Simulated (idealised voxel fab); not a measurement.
Process module name: voxel transistor to metal
For reference, the cross-section in this document is cut, with width 165 nm and square cells of 5 nm.
The cross-sections in this document take the form of a grid made of square cells. They are written out as bands, in order from top to bottom. Each band consists of one or more rows of cells.
It is stipulated that each band's entry specify, in nanometres, the height of the top of the band and then that of its bottom, followed by the materials of the band in left-to-right sequence, each together with its width in nanometres. A single material marked by the word "everywhere" is understood to fill the band from edge to edge; the word "blank" is understood to denote empty space.
Zero point of the height axis is 0; under it, received wafer = one material. Lowest band: continues down indefinitely, "0 down".
When a width is written as two numbers, as in "30 to 40", the first number is the width in the top row of cells of the band and the second is the width in its bottom row, and the width changes by the same amount from each row to the next.
"nothing altered" means the step left every cell of the cross-section as it was.
What "Cavities, closed" gives you is every empty space of 8 cells or more that is cut off from the top. Each appears as width x height at distance, with the distance taken from the left edge and width, height and distance all in nm.
It should be noted that, on the line of a given step, the content following the step's settings is a remark produced by the simulator itself with respect to that step.
The line of a step may include "overlay nm". On a step with a mask, this value is how far to the right of its planned place the mask lay. A negative value means the mask lay to the left.

Planned process steps:
1 RECEIVE | material Si
2 OXIDIZE | depth nm 5
3 CONFORMAL_DEP | material SiN | thk nm 15
4 DIRECTIONAL_DEP | material aC | thk nm 10
5 PATTERN | tone cover | mask id ACTIVE | material resist | width nm 115 | thk nm 25 | overlay nm 0
6 DIRECTIONAL_ETCH | etch materials aC | depth nm 10
7 STRIP | etch materials resist
8 DIRECTIONAL_ETCH | etch materials SiN | depth nm 15
9 DIRECTIONAL_ETCH | etch materials SiO2 | depth nm 5
10 DIRECTIONAL_ETCH | etch materials Si | depth nm 25
11 STRIP | etch materials aC
12 OXIDIZE | depth nm 5
13 FILL_DEP | material SiO2 | thk nm 15
14 CMP | height nm 15
15 SELECTIVE_ETCH | etch materials SiO2 | depth nm 5
16 STRIP | etch materials SiN
17 SELECTIVE_ETCH | etch materials SiO2 | depth nm 5
18 OXIDIZE | depth nm 5
19 DIRECTIONAL_DEP | material polySi | thk nm 25
20 DIRECTIONAL_DEP | material SiCN | thk nm 15
21 PATTERN | tone cover | mask id GATE | material resist | width nm 35 | thk nm 20 | overlay nm 0
22 DIRECTIONAL_ETCH | etch materials SiCN | depth nm 25
23 DIRECTIONAL_ETCH | etch materials polySi | depth nm 35
24 STRIP | etch materials resist
25 CONFORMAL_DEP | material SiN | thk nm 5
26 DIRECTIONAL_ETCH | etch materials SiN | depth nm 5
27 DIRECTIONAL_ETCH | etch materials SiO2 | depth nm 5
28 DIRECTIONAL_ETCH | etch materials Si | depth nm 15
29 EPI | material pSi | thk nm 5
30 FILL_DEP | material SiO2 | thk nm 10
31 CMP | height nm 20
32 STRIP | etch materials polySi
33 SELECTIVE_ETCH | etch materials SiO2 | depth nm 5
34 CONFORMAL_DEP | material HfO2 | thk nm 5
35 CONFORMAL_DEP | material TiN | thk nm 5
36 FILL_DEP | material W | thk nm 5
37 CMP | height nm 15
38 DIRECTIONAL_DEP | material SiO2 | thk nm 15
39 DIRECTIONAL_DEP | material aC | thk nm 15
40 PATTERN | tone open | mask id CONTACT | material resist | width nm 15 | pitch nm 80 | thk nm 35 | overlay nm 0
41 DIRECTIONAL_ETCH | etch materials aC | depth nm 15
42 STRIP | etch materials resist
43 DIRECTIONAL_ETCH | etch materials SiO2 | depth nm 40
44 STRIP | etch materials aC
45 CONFORMAL_DEP | material TiN | thk nm 5
46 FILL_DEP | material W | thk nm 10
47 CMP | height nm 30
48 CONFORMAL_DEP | material SiCN | thk nm 5
49 DIRECTIONAL_DEP | material lowk | thk nm 20
50 PATTERN | tone open | mask id METAL_1 | material resist | width nm 15 | pitch nm 80 | thk nm 15 | overlay nm 0
51 DIRECTIONAL_ETCH | etch materials lowk | depth nm 20
52 DIRECTIONAL_ETCH | etch materials SiCN | depth nm 5
53 STRIP | etch materials resist
54 CONFORMAL_DEP | material TiN | thk nm 5
55 FILL_DEP | material Cu | thk nm 5
56 CMP | height nm 55
57 CONFORMAL_DEP | material SiCN | thk nm 5
58 DIRECTIONAL_DEP | material SiO2 | thk nm 35
59 PATTERN | tone open | mask id METAL_2 | material resist | width nm 15 | pitch nm 80 | thk nm 20 | overlay nm 0
60 DIRECTIONAL_ETCH | etch materials SiO2 | depth nm 20
61 STRIP | etch materials resist
62 MASKED_ETCH | tone open | mask id METAL_2_HOLES | width nm 15 | pitch nm 80 | etch materials SiO2 | depth nm 15 | overlay nm 0
63 MASKED_ETCH | tone open | mask id METAL_2_HOLES | width nm 15 | pitch nm 80 | etch materials SiCN | depth nm 5 | overlay nm 0
64 CONFORMAL_DEP | material TiN | thk nm 5
65 FILL_DEP | material Ru | thk nm 10
66 CMP | height nm 95
67 CONFORMAL_DEP | material SiCN | thk nm 5
Keep in mind the plan's value for the thk nm of step 29 comes from the first wafer; the wafers don't share that setting, but they do share the same starting point.

First of several wafers (as received, post step 1), cross-sectional view:
    0 down: Si everywhere
    Cavities, closed: none

Depicted here is the first of several wafers in cross-section, at module completion following the last step, step 67:
    100 to 95: SiCN everywhere
    95 to 60: SiO2 35 nm  TiN 5 nm  Ru 5 nm  TiN 5 nm  SiO2 65 nm  TiN 5 nm  Ru 5 nm  TiN 5 nm  SiO2 35 nm
    60 to 55: SiCN 35 nm  TiN 15 nm  SiCN 65 nm  TiN 15 nm  SiCN 35 nm
    55 to 35: lowk 35 nm  TiN 5 nm  Cu 5 nm  TiN 5 nm  lowk 65 nm  TiN 5 nm  Cu 5 nm  TiN 5 nm  lowk 35 nm
    35 to 30: SiCN 35 nm  TiN 15 nm  SiCN 65 nm  TiN 15 nm  SiCN 35 nm
    30 to 15: SiO2 35 nm  TiN 5 nm  W 5 nm  TiN 5 nm  SiO2 65 nm  TiN 5 nm  W 5 nm  TiN 5 nm  SiO2 35 nm
    15 to 5: SiO2 35 nm  TiN 5 nm  W 5 nm  TiN 5 nm  SiO2 10 nm  SiN 5 nm  HfO2 5 nm  TiN 5 nm  W 15 nm  TiN 5 nm  HfO2 5 nm  SiN 5 nm  SiO2 10 nm  TiN 5 nm  W 5 nm  TiN 5 nm  SiO2 35 nm
    5 to 0: SiO2 20 nm  SiN 5 nm  SiO2 10 nm  TiN 5 nm  W 5 nm  TiN 5 nm  SiO2 10 nm  SiN 5 nm  HfO2 5 nm  TiN 5 nm  W 15 nm  TiN 5 nm  HfO2 5 nm  SiN 5 nm  SiO2 10 nm  TiN 5 nm  W 5 nm  TiN 5 nm  SiO2 10 nm  SiN 5 nm  SiO2 20 nm
    0 to -5: SiO2 20 nm  SiN 5 nm  SiO2 10 nm  TiN 5 nm  W 5 nm  TiN 5 nm  SiO2 10 nm  SiN 5 nm  HfO2 5 nm  TiN 25 nm  HfO2 5 nm  SiN 5 nm  SiO2 10 nm  TiN 5 nm  W 5 nm  TiN 5 nm  SiO2 10 nm  SiN 5 nm  SiO2 20 nm
    -5 to -10: SiO2 35 nm  TiN 15 nm  SiO2 5 nm  pSi 5 nm  HfO2 45 nm  pSi 5 nm  SiO2 5 nm  TiN 15 nm  SiO2 35 nm
    -10 to -20: SiO2 55 nm  pSi 5 nm  Si 45 nm  pSi 5 nm  SiO2 55 nm
    -20 to -25: SiO2 30 nm  pSi 30 nm  Si 45 nm  pSi 30 nm  SiO2 30 nm
    -25 to -35: SiO2 30 nm  Si 105 nm  SiO2 30 nm
    -35 down: Si everywhere
    Cavities, closed: none

X-section, last wafer, module end:
    100 to 95: SiCN everywhere
    95 to 60: SiO2 35 nm  TiN 5 nm  Ru 5 nm  TiN 5 nm  SiO2 65 nm  TiN 5 nm  Ru 5 nm  TiN 5 nm  SiO2 35 nm
    60 to 55: SiCN 35 nm  TiN 15 nm  SiCN 65 nm  TiN 15 nm  SiCN 35 nm
    55 to 35: lowk 35 nm  TiN 5 nm  Cu 5 nm  TiN 5 nm  lowk 65 nm  TiN 5 nm  Cu 5 nm  TiN 5 nm  lowk 35 nm
    35 to 30: SiCN 35 nm  TiN 15 nm  SiCN 65 nm  TiN 15 nm  SiCN 35 nm
    30 to 20: SiO2 35 nm  TiN 5 nm  W 5 nm  TiN 5 nm  SiO2 65 nm  TiN 5 nm  W 5 nm  TiN 5 nm  SiO2 35 nm
    20 to 15: SiO2 35 nm  TiN 15 nm  SiO2 65 nm  TiN 15 nm  SiO2 35 nm
    15 to 5: SiO2 30 nm  pSi 30 nm  SiN 5 nm  HfO2 5 nm  TiN 5 nm  W 15 nm  TiN 5 nm  HfO2 5 nm  SiN 5 nm  pSi 30 nm  SiO2 30 nm
    5 to 0: SiO2 20 nm  SiN 5 nm  pSi 35 nm  SiN 5 nm  HfO2 5 nm  TiN 5 nm  W 15 nm  TiN 5 nm  HfO2 5 nm  SiN 5 nm  pSi 35 nm  SiN 5 nm  SiO2 20 nm
    0 to -5: SiO2 20 nm  SiN 5 nm  pSi 35 nm  SiN 5 nm  HfO2 5 nm  TiN 25 nm  HfO2 5 nm  SiN 5 nm  pSi 35 nm  SiN 5 nm  SiO2 20 nm
    -5 to -10: SiO2 25 nm  pSi 35 nm  HfO2 45 nm  pSi 35 nm  SiO2 25 nm
    -10 to -25: SiO2 30 nm  pSi 30 nm  Si 45 nm  pSi 30 nm  SiO2 30 nm
    -25 to -35: SiO2 30 nm  Si 105 nm  SiO2 30 nm
    -35 down: Si everywhere
    Cavities, closed: none

Below, a row for every wafer. Read it as the end-of-module picture: for each material the wafer shows its cells gained (+) or lost (-) since it was received, and then its closed voids:
thk nm 5 | +8 Cu | +17 HfO2 | +14 Ru | -162 Si | +87 SiCN | +12 SiN | +434 SiO2 | +101 TiN | +23 W | +108 lowk | +18 pSi | Cavities, closed: none
thk nm 10 | +8 Cu | +17 HfO2 | +14 Ru | -162 Si | +87 SiCN | +12 SiN | +416 SiO2 | +101 TiN | +23 W | +108 lowk | +36 pSi | Cavities, closed: none
thk nm 15 | +8 Cu | +17 HfO2 | +14 Ru | -162 Si | +87 SiCN | +12 SiN | +404 SiO2 | +101 TiN | +17 W | +108 lowk | +54 pSi | Cavities, closed: none
thk nm 20 | +8 Cu | +17 HfO2 | +14 Ru | -162 Si | +87 SiCN | +12 SiN | +396 SiO2 | +91 TiN | +15 W | +108 lowk | +74 pSi | Cavities, closed: none
thk nm 25 | +8 Cu | +17 HfO2 | +14 Ru | -162 Si | +87 SiCN | +12 SiN | +388 SiO2 | +81 TiN | +13 W | +108 lowk | +94 pSi | Cavities, closed: none
thk nm 30 | +8 Cu | +17 HfO2 | +14 Ru | -162 Si | +87 SiCN | +12 SiN | +380 SiO2 | +81 TiN | +13 W | +108 lowk | +102 pSi | Cavities, closed: none
